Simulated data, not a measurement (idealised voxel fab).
Presented below is a process module, voxel tone inversion.
275 nm wide, 5 nm square cells: that's cross-section cut.
In what follows, cross-sections appear as grids of square cells, described through bands that run from the top down, where every band is one or more rows of cells.
In this notation a band is specified by the heights of its top and bottom, in that order and in nm, after which its materials appear from left to right, each paired with its width in nm. The word "edge to edge" attached to a single material means that material fills the band from edge to edge; the word "blank" stands for empty space.
Heights are measured from 0, the level below which the as-received wafer is all one material; the lowest band has no bottom and continues downward, written as in "0..down".
A width given as "30->40" starts at the first number in the band's top row and ends at the second number in its bottom row, shifting by an equal amount at every step from row to row.
"no modification" for a step: no cell of the cross-section changed in that step.
Under "Closed empty spaces" you'll find the enclosed gaps, the ones with no way out to the top, that are 8 cells or bigger; each reads width x height at distance, with distance counted from the left edge, everything in nm.
Heads up: the bit after the settings on a step's line is the simulator's remark on that step.
The setting "overlay nm" may be written on the line of a step. When the step uses a mask, the value reports how far to the right of the planned place the mask lay, and a negative value reports that it lay to the left.
plan:
1,RECEIVE [material Si]
2,CONFORMAL_DEP [material SiCN] [thk nm 5]
3,DIRECTIONAL_DEP [material aC] [thk nm 25]
4,PATTERN [tone cover] [mask id POSTS] [material resist] [width nm 15] [pitch nm 35] [thk nm 35] [overlay nm 0]
5,DIRECTIONAL_ETCH [etch materials aC] [depth nm 25]
6,STRIP [etch materials resist]
7,FILL_DEP [material lowk] [thk nm 10]
8,CMP [height nm 30]
9,STRIP [etch materials aC]
Wafer cross-section on receipt, i.e. after step 1:
* 0..down: Si edge to edge
* Closed empty spaces: none
The following cross-section depicts the wafer upon conclusion of the module. Processing commenced from the starting condition illustrated above and adhered to the plan illustrated above, save for one mistake in execution:
* 30..5: lowk=75; blank=20; lowk=15; blank=20; lowk=15; blank=20; lowk=15; blank=20; lowk=75
* 5..0: SiCN edge to edge
* 0..down: Si edge to edge
* Closed empty spaces: none
Deviation noted in wafer processing: step 4 ran as: PATTERN [tone cover] [mask id POSTS] [material resist] [width nm 20] [pitch nm 35] [thk nm 35] [overlay nm 0]
